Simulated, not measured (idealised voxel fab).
Process module name: voxel fin reveal
160 nm wide, 5 nm square cells: that's cross-section cut.
We lay out every cross-section as a grid of square cells and spell it out in bands from the top down, where one band means one or more rows of cells.
Per band: top height and bottom height in nm, followed by the left-to-right materials and their widths in nm; "edge to edge" marks a single material spanning edge to edge, "empty" marks empty space.
For the purposes of this specification, 0 denotes the height below which the wafer in its as-received condition is composed wholly of one material, and the lowermost band, lacking a lower limit, extends downward without end, as expressed in "z 0 and below".
Top row gets the first number, bottom row gets the second, and each row in between changes by the same step: that is how a band width like "30 to 40" works.
Where the words "nothing changed" appear for a step, the cross-section shows no cell changed by that step; every cell remained as before.
"Voids lacking openings": sealed empty spaces, 8 cells or more, no open way to top, listed width x height at distance, with distance from the left edge and width, height and distance in nm.
Where a step's line continues beyond its settings, the continuation is a remark by the simulator itself on that step.
overlay nm: mask offset rightward from planned place, masked step; negative means leftward offset.

Set out below are the planned steps of the process:
1) RECEIVE [material Si]
2) CONFORMAL_DEP [material SiN] [thk nm 10]
3) DIRECTIONAL_DEP [material aC] [thk nm 10]
4) PATTERN [tone cover] [mask id FINS] [material resist] [width nm 15] [pitch nm 35] [thk nm 30] [overlay nm 0]
5) DIRECTIONAL_ETCH [etch materials aC] [depth nm 10]
6) STRIP [etch materials resist]
7) DIRECTIONAL_ETCH [etch materials SiN] [depth nm 10]
8) DIRECTIONAL_ETCH [etch materials Si] [depth nm 40]
9) STRIP [etch materials aC]
10) FILL_DEP [material SiO2] [thk nm 15]
11) CMP [height nm 10]
12) SELECTIVE_ETCH [etch materials SiO2] [depth nm 25]
13) STRIP [etch materials SiN]
14) CONFORMAL_DEP [material SiO2] [thk nm 5]

Cross-sectional view of the wafer in its as-received condition, corresponding to the state after step 1:
- z 0 and below: Si edge to edge
- Voids lacking openings: none

The first of two wafers, cross-sectioned at the end of the module, with the run proceeding as planned:
- z 5 to 0: 30 nm empty  25 nm SiO2  10 nm empty  25 nm SiO2  10 nm empty  25 nm SiO2  35 nm empty
- z 0 to -10: 30 nm empty  5 nm SiO2  15 nm Si  5 nm SiO2  10 nm empty  5 nm SiO2  15 nm Si  5 nm SiO2  10 nm empty  5 nm SiO2  15 nm Si  5 nm SiO2  35 nm empty
- z -10 to -40: 35 nm SiO2  15 nm Si  20 nm SiO2  15 nm Si  20 nm SiO2  15 nm Si  40 nm SiO2
- z -40 and below: Si edge to edge
- Voids lacking openings: none

Cross-sectional image of the second wafer of the two following completion of the module. Starting state and process plan were the same as for the first wafer; one execution error occurred:
- z 5 to 0: 40 nm SiO2  5 nm empty  30 nm SiO2  5 nm empty  30 nm SiO2  5 nm empty  45 nm SiO2
- z 0 to -10: 35 nm Si  5 nm SiO2  5 nm empty  5 nm SiO2  20 nm Si  5 nm SiO2  5 nm empty  5 nm SiO2  20 nm Si  5 nm SiO2  5 nm empty  5 nm SiO2  40 nm Si
- z -10 to -40: 35 nm Si  15 nm SiO2  20 nm Si  15 nm SiO2  20 nm Si  15 nm SiO2  40 nm Si
- z -40 and below: Si edge to edge
- Voids lacking openings: none
The plan and the run diverged here: step 4 was run on a setting that differed from the plan, and what really ran there is PATTERN [tone open] [mask id FINS] [material resist] [width nm 15] [pitch nm 35] [thk nm 30] [overlay nm 0]
FYI, end of process, the second wafer has more or fewer cells of some materials than the first: +112 Si; -70 SiO2
